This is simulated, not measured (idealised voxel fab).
Process module, titled voxel fin reveal
Section shown: cut. Width: 250 nm. Cell size: 5 nm, square.
We lay out every cross-section as a grid of square cells and spell it out in bands from the top down, where one band means one or more rows of cells.
The entry gives the band's vertical extent as a top height and a bottom height in nm, then its horizontal make-up as materials from left to right, each with a width in nm. "air" stands for empty space; a single material marked "throughout" fills the band edge to edge.
The level at which height equals 0 is the one under which the wafer, as it arrives, is entirely one material. No lower edge exists for the bottom band, which continues downward and is notated as in "0 down".
With a width like "30 to 40", each row of cells in the band differs from the next by the same amount, the top row carrying the first number and the bottom row the second.
"remained unchanged" for a step: no cell of the cross-section changed in that step.
This entry, "Enclosed cavities", enumerates those empty regions of no fewer than 8 cells that possess no open connection to the top. Each region is reported in the form width x height at distance, the distance being taken from the left edge, with all three quantities expressed in nm.
It should be noted that, on the line of a given step, the content following the step's settings is a remark produced by the simulator itself with respect to that step.
If you see "overlay nm" on a step's line and that step has a mask, it's telling you how far right of where it was planned the mask ended up; a negative number means it went left instead.
[Steps planned for the process]
1) RECEIVE (material Si)
2) CONFORMAL_DEP (material SiN; thk nm 10)
3) DIRECTIONAL_DEP (material aC; thk nm 15)
4) PATTERN (tone cover; mask id FINS; material resist; width nm 15; pitch nm 40; thk nm 35; overlay nm 0)
5) DIRECTIONAL_ETCH (etch materials aC; depth nm 15)
6) STRIP (etch materials resist)
7) DIRECTIONAL_ETCH (etch materials SiN; depth nm 10)
8) DIRECTIONAL_ETCH (etch materials Si; depth nm 30)
9) STRIP (etch materials aC)
10) OXIDIZE (depth nm 5)
11) FILL_DEP (material SiO2; thk nm 5)
12) CMP (height nm 10)
13) SELECTIVE_ETCH (etch materials SiO2; depth nm 30)
14) STRIP (etch materials SiN)
15) CONFORMAL_DEP (material SiO2; thk nm 5)
[Wafer at receipt (post step 1), cross-section]
    0 down | Si throughout
    Enclosed cavities: none
[Run as planned - first of the two wafers cross-sectioned at the end of the module]
    5 to 0 | 75 of air / 15 of SiO2 / 25 of air / 15 of SiO2 / 25 of air / 15 of SiO2 / 80 of air
    0 to -15 | 75 of air / 5 of SiO2 / 5 of Si / 5 of SiO2 / 25 of air / 5 of SiO2 / 5 of Si / 5 of SiO2 / 25 of air / 5 of SiO2 / 5 of Si / 5 of SiO2 / 80 of air
    -15 to -35 | 80 of SiO2 / 5 of Si / 35 of SiO2 / 5 of Si / 35 of SiO2 / 5 of Si / 85 of SiO2
    -35 down | Si throughout
    Enclosed cavities: none
[Cross-section, second wafer: same start as the first, same plan as the first, one mistake in running it; taken at the end of the module]
    5 to 0 | 70 of air / 25 of SiO2 / 15 of air / 25 of SiO2 / 15 of air / 25 of SiO2 / 75 of air
    0 to -15 | 70 of air / 5 of SiO2 / 15 of Si / 5 of SiO2 / 15 of air / 5 of SiO2 / 15 of Si / 5 of SiO2 / 15 of air / 5 of SiO2 / 15 of Si / 5 of SiO2 / 75 of air
    -15 to -35 | 75 of SiO2 / 15 of Si / 25 of SiO2 / 15 of Si / 25 of SiO2 / 15 of Si / 80 of SiO2
    -35 down | Si throughout
    Enclosed cavities: none
So what did we get wrong on this run? heads up, step 4 didn't go per plan, it actually ran as PATTERN (tone cover; mask id FINS; material resist; width nm 25; pitch nm 40; thk nm 35; overlay nm 0)
End of process, cell counts, second wafer against first, materials with more or fewer: 42 more of Si; 18 fewer of SiO2
